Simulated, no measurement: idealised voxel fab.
Herein follows the process module entitled voxel self aligned contacts.
Section shown: cut. Width: 260 nm. Cell size: 5 nm, square.
Cross-section, as written here: a square-cell grid given band by band from the top down, where a band holds one or more rows of cells.
Top height, bottom height, nm. Materials left to right, width each, nm. Single material + "full width" = fills band edge to edge. "blank" = empty.
Where do heights start? At 0: under that level the wafer as delivered is made of one material only. And the lowest band has no floor; it just carries on downward, as in "0..down".
With a width like "30->40", each row of cells in the band differs from the next by the same amount, the top row carrying the first number and the bottom row the second.
Key: "all unchanged" - step with no changed cell in the cross-section.
For the entry "Closed internal cavities", the listed items are empty spaces with no open way to the top whose size is 8 cells or more; each item follows the pattern width x height at distance, where distance is from the left edge and all three are in nm.
after a step's settings: what the simulator itself notes on the step
Steps that use a mask can have "overlay nm" on their line. It says how far the mask sat to the right of where it was meant to be. Negative means to the left.
# The following list gives the planned process steps
1 RECEIVE (material Si)
2 CONFORMAL_DEP (material SiO2; thk nm 5)
3 DIRECTIONAL_DEP (material polySi; thk nm 20)
4 DIRECTIONAL_DEP (material SiN; thk nm 20)
5 DIRECTIONAL_DEP (material aC; thk nm 10)
6 PATTERN (tone cover; mask id GATE; material resist; width nm 30; pitch nm 70; thk nm 25; overlay nm 0)
7 DIRECTIONAL_ETCH (etch materials aC; depth nm 10)
8 STRIP (etch materials resist)
9 DIRECTIONAL_ETCH (etch materials SiN; depth nm 20)
10 DIRECTIONAL_ETCH (etch materials polySi; depth nm 20)
11 STRIP (etch materials aC)
12 CONFORMAL_DEP (material SiN; thk nm 10)
13 DIRECTIONAL_ETCH (etch materials SiN; depth nm 10)
14 FILL_DEP (material SiO2; thk nm 20)
15 CMP (height nm 55)
16 MASKED_ETCH (tone open; mask id CONTACT; width nm 50; pitch nm 70; etch materials SiO2; depth nm 55; overlay nm 0)
17 CONFORMAL_DEP (material TiN; thk nm 5)
18 FILL_DEP (material W; thk nm 5)
19 CMP (height nm 55)
20 CONFORMAL_DEP (material SiN; thk nm 5)
# Below: the first of two wafers, run as planned
# As-received wafer cross-section (after step 1)
	0..down | Si full width
	Closed internal cavities: none
# Sectional view: wafer, after step 2
	5..0 | SiO2 full width
	Under the height 0 nothing was changed.
# Sectional view: wafer, after step 3
	25..5 | polySi full width
	Under the height 5 nothing was changed.
# Sectional view: wafer, after step 4
	45..25 | SiN full width
	Under the height 25 nothing was changed.
# Sectional view: wafer, after step 5
	55..45 | aC full width
	Under the height 45 nothing was changed.
# Sectional view: wafer, after step 6
	80..55 | 45 of blank / 30 of resist / 40 of blank / 30 of resist / 40 of blank / 30 of resist / 45 of blank
	Under the height 55 nothing was changed.
# Sectional view: wafer, after step 7
	70..55 | 45 of blank / 30 of resist / 40 of blank / 30 of resist / 40 of blank / 30 of resist / 45 of blank
	55..45 | 45 of blank / 30 of aC / 40 of blank / 30 of aC / 40 of blank / 30 of aC / 45 of blank
	Under the height 45 nothing was changed.
# Sectional view: wafer, after step 8
	55..45 | 45 of blank / 30 of aC / 40 of blank / 30 of aC / 40 of blank / 30 of aC / 45 of blank
	Under the height 45 nothing was changed.
# Sectional view: wafer, after step 9
	55..45 | 45 of blank / 30 of aC / 40 of blank / 30 of aC / 40 of blank / 30 of aC / 45 of blank
	45..25 | 45 of blank / 30 of SiN / 40 of blank / 30 of SiN / 40 of blank / 30 of SiN / 45 of blank
	Under the height 25 nothing was changed.
# Sectional view: wafer, after step 10
	55..45 | 45 of blank / 30 of aC / 40 of blank / 30 of aC / 40 of blank / 30 of aC / 45 of blank
	45..25 | 45 of blank / 30 of SiN / 40 of blank / 30 of SiN / 40 of blank / 30 of SiN / 45 of blank
	25..5 | 45 of blank / 30 of polySi / 40 of blank / 30 of polySi / 40 of blank / 30 of polySi / 45 of blank
	Under the height 5 nothing was changed.
# Sectional view: wafer, after step 11
	45..25 | 45 of blank / 30 of SiN / 40 of blank / 30 of SiN / 40 of blank / 30 of SiN / 45 of blank
	Under the height 25 nothing was changed.
# Sectional view: wafer, after step 12
	55..25 | 35 of blank / 50 of SiN / 20 of blank / 50 of SiN / 20 of blank / 50 of SiN / 35 of blank
	25..15 | 35 of blank / 10 of SiN / 30 of polySi / 10 of SiN / 20 of blank / 10 of SiN / 30 of polySi / 10 of SiN / 20 of blank / 10 of SiN / 30 of polySi / 10 of SiN / 35 of blank
	15..5 | 45 of SiN / 30 of polySi / 40 of SiN / 30 of polySi / 40 of SiN / 30 of polySi / 45 of SiN
	Under the height 5 nothing was changed.
# Sectional view: wafer, after step 13
	45..25 | 35 of blank / 50 of SiN / 20 of blank / 50 of SiN / 20 of blank / 50 of SiN / 35 of blank
	25..5 | 35 of blank / 10 of SiN / 30 of polySi / 10 of SiN / 20 of blank / 10 of SiN / 30 of polySi / 10 of SiN / 20 of blank / 10 of SiN / 30 of polySi / 10 of SiN / 35 of blank
	Under the height 5 nothing was changed.
# Sectional view: wafer, after step 14
	65..45 | SiO2 full width
	45..25 | 35 of SiO2 / 50 of SiN / 20 of SiO2 / 50 of SiN / 20 of SiO2 / 50 of SiN / 35 of SiO2
	25..5 | 35 of SiO2 / 10 of SiN / 30 of polySi / 10 of SiN / 20 of SiO2 / 10 of SiN / 30 of polySi / 10 of SiN / 20 of SiO2 / 10 of SiN / 30 of polySi / 10 of SiN / 35 of SiO2
	Under the height 5 nothing was changed.
# Sectional view: wafer, after step 15
	55..45 | SiO2 full width
	Under the height 45 nothing was changed.
# Sectional view: wafer, after step 16
	55..45 | 70 of SiO2 / 50 of blank / 20 of SiO2 / 50 of blank / 70 of SiO2
	45..25 | 35 of SiO2 / 50 of SiN / 20 of blank / 50 of SiN / 20 of blank / 50 of SiN / 35 of SiO2
	25..5 | 35 of SiO2 / 10 of SiN / 30 of polySi / 10 of SiN / 20 of blank / 10 of SiN / 30 of polySi / 10 of SiN / 20 of blank / 10 of SiN / 30 of polySi / 10 of SiN / 35 of SiO2
	5..0 | 85 of SiO2 / 20 of blank / 50 of SiO2 / 20 of blank / 85 of SiO2
	Under the height 0 nothing was changed.
# Sectional view: wafer, after step 17
	60..55 | 75 of TiN / 40 of blank / 30 of TiN / 40 of blank / 75 of TiN
	55..45 | 70 of SiO2 / 5->20 of TiN / 40->10 of blank / 5->20 of TiN / 20 of SiO2 / 5->20 of TiN / 40->10 of blank / 5->20 of TiN / 70 of SiO2
	45..25 | 35 of SiO2 / 50 of SiN / 5 of TiN / 10 of blank / 5 of TiN / 50 of SiN / 5 of TiN / 10 of blank / 5 of TiN / 50 of SiN / 35 of SiO2
	25..5 | 35 of SiO2 / 10 of SiN / 30 of polySi / 10 of SiN / 5 of TiN / 10 of blank / 5 of TiN / 10 of SiN / 30 of polySi / 10 of SiN / 5 of TiN / 10 of blank / 5 of TiN / 10 of SiN / 30 of polySi / 10 of SiN / 35 of SiO2
	5..0 | 85 of SiO2 / 20 of TiN / 50 of SiO2 / 20 of TiN / 85 of SiO2
	Under the height 0 nothing was changed.
# Sectional view: wafer, after step 18
	65..60 | W full width
	60..55 | 75 of TiN / 40 of W / 30 of TiN / 40 of W / 75 of TiN
	55..45 | 70 of SiO2 / 5->20 of TiN / 40->10 of W / 5->20 of TiN / 20 of SiO2 / 5->20 of TiN / 40->10 of W / 5->20 of TiN / 70 of SiO2
	45..25 | 35 of SiO2 / 50 of SiN / 5 of TiN / 10 of W / 5 of TiN / 50 of SiN / 5 of TiN / 10 of W / 5 of TiN / 50 of SiN / 35 of SiO2
	25..5 | 35 of SiO2 / 10 of SiN / 30 of polySi / 10 of SiN / 5 of TiN / 10 of W / 5 of TiN / 10 of SiN / 30 of polySi / 10 of SiN / 5 of TiN / 10 of W / 5 of TiN / 10 of SiN / 30 of polySi / 10 of SiN / 35 of SiO2
	Under the height 5 nothing was changed.
# Sectional view: wafer, after step 19
	55..45 | 70 of SiO2 / 5->20 of TiN / 40->10 of W / 5->20 of TiN / 20 of SiO2 / 5->20 of TiN / 40->10 of W / 5->20 of TiN / 70 of SiO2
	Under the height 45 nothing was changed.
# Sectional view: wafer, after step 20
	60..55 | SiN full width
	Under the height 55 nothing was changed.
# Companion wafer, the second of two: same beginning, same intended sequence, one mistake in carrying it out; through step 1 inclusive it tracks the first exactly
# Cross-sectional representation of the second wafer at the time designated in the plan for the completion of step 2
	20..0 | polySi full width
	Under the height 0 nothing was changed.
# Cross-sectional representation of the second wafer at the time designated in the plan for the completion of step 3
	25..20 | SiO2 full width
	Under the height 20 nothing was changed.
# Cross-sectional representation of the second wafer at the time designated in the plan for the completion of step 4
	45..25 | SiN full width
	Under the height 25 nothing was changed.
# Cross-sectional representation of the second wafer at the time designated in the plan for the completion of step 5
	55..45 | aC full width
	Under the height 45 nothing was changed.
# Cross-sectional representation of the second wafer at the time designated in the plan for the completion of step 6
	80..55 | 45 of blank / 30 of resist / 40 of blank / 30 of resist / 40 of blank / 30 of resist / 45 of blank
	Under the height 55 nothing was changed.
# Cross-sectional representation of the second wafer at the time designated in the plan for the completion of step 7
	70..55 | 45 of blank / 30 of resist / 40 of blank / 30 of resist / 40 of blank / 30 of resist / 45 of blank
	55..45 | 45 of blank / 30 of aC / 40 of blank / 30 of aC / 40 of blank / 30 of aC / 45 of blank
	Under the height 45 nothing was changed.
# Cross-sectional representation of the second wafer at the time designated in the plan for the completion of step 8
	55..45 | 45 of blank / 30 of aC / 40 of blank / 30 of aC / 40 of blank / 30 of aC / 45 of blank
	Under the height 45 nothing was changed.
# Cross-sectional representation of the second wafer at the time designated in the plan for the completion of step 9
	55..45 | 45 of blank / 30 of aC / 40 of blank / 30 of aC / 40 of blank / 30 of aC / 45 of blank
	45..25 | 45 of blank / 30 of SiN / 40 of blank / 30 of SiN / 40 of blank / 30 of SiN / 45 of blank
	Under the height 25 nothing was changed.
Cross-sectional representation of the second wafer at the time designated in the plan for the completion of step 10: all unchanged
# Cross-sectional representation of the second wafer at the time designated in the plan for the completion of step 11
	45..25 | 45 of blank / 30 of SiN / 40 of blank / 30 of SiN / 40 of blank / 30 of SiN / 45 of blank
	Under the height 25 nothing was changed.
# Cross-sectional representation of the second wafer at the time designated in the plan for the completion of step 12
	55..35 | 35 of blank / 50 of SiN / 20 of blank / 50 of SiN / 20 of blank / 50 of SiN / 35 of blank
	35..25 | SiN full width
	Under the height 25 nothing was changed.
# Cross-sectional representation of the second wafer at the time designated in the plan for the completion of step 13
	45..25 | 35 of blank / 50 of SiN / 20 of blank / 50 of SiN / 20 of blank / 50 of SiN / 35 of blank
	Under the height 25 nothing was changed.
# Cross-sectional representation of the second wafer at the time designated in the plan for the completion of step 14
	65..45 | SiO2 full width
	45..25 | 35 of SiO2 / 50 of SiN / 20 of SiO2 / 50 of SiN / 20 of SiO2 / 50 of SiN / 35 of SiO2
	Under the height 25 nothing was changed.
# Cross-sectional representation of the second wafer at the time designated in the plan for the completion of step 15
	55..45 | SiO2 full width
	Under the height 45 nothing was changed.
# Cross-sectional representation of the second wafer at the time designated in the plan for the completion of step 16
	55..45 | 70 of SiO2 / 50 of blank / 20 of SiO2 / 50 of blank / 70 of SiO2
	45..25 | 35 of SiO2 / 50 of SiN / 20 of blank / 50 of SiN / 20 of blank / 50 of SiN / 35 of SiO2
	25..20 | 85 of SiO2 / 20 of blank / 50 of SiO2 / 20 of blank / 85 of SiO2
	Under the height 20 nothing was changed.
# Cross-sectional representation of the second wafer at the time designated in the plan for the completion of step 17
	60..55 | 75 of TiN / 40 of blank / 30 of TiN / 40 of blank / 75 of TiN
	55..45 | 70 of SiO2 / 5->20 of TiN / 40->10 of blank / 5->20 of TiN / 20 of SiO2 / 5->20 of TiN / 40->10 of blank / 5->20 of TiN / 70 of SiO2
	45..25 | 35 of SiO2 / 50 of SiN / 5 of TiN / 10 of blank / 5 of TiN / 50 of SiN / 5 of TiN / 10 of blank / 5 of TiN / 50 of SiN / 35 of SiO2
	25..20 | 85 of SiO2 / 20 of TiN / 50 of SiO2 / 20 of TiN / 85 of SiO2
	Under the height 20 nothing was changed.
# Cross-sectional representation of the second wafer at the time designated in the plan for the completion of step 18
	65..60 | W full width
	60..55 | 75 of TiN / 40 of W / 30 of TiN / 40 of W / 75 of TiN
	55..45 | 70 of SiO2 / 5->20 of TiN / 40->10 of W / 5->20 of TiN / 20 of SiO2 / 5->20 of TiN / 40->10 of W / 5->20 of TiN / 70 of SiO2
	45..25 | 35 of SiO2 / 50 of SiN / 5 of TiN / 10 of W / 5 of TiN / 50 of SiN / 5 of TiN / 10 of W / 5 of TiN / 50 of SiN / 35 of SiO2
	Under the height 25 nothing was changed.
# Cross-sectional representation of the second wafer at the time designated in the plan for the completion of step 19
	55..45 | 70 of SiO2 / 5->20 of TiN / 40->10 of W / 5->20 of TiN / 20 of SiO2 / 5->20 of TiN / 40->10 of W / 5->20 of TiN / 70 of SiO2
	Under the height 45 nothing was changed.
# Cross-sectional representation of the second wafer at the time designated in the plan for the completion of step 20
	60..55 | SiN full width
	Under the height 55 nothing was changed.
So what did we get wrong on this run? the intended sequence of steps 2 and 3 was reversed during processing, with each occupying the position of the other
Final wafer comparison in cells, second versus first, more or fewer per material: 48 fewer of SiN; 56 fewer of SiO2; 16 fewer of TiN; 16 fewer of W; 136 more of polySi
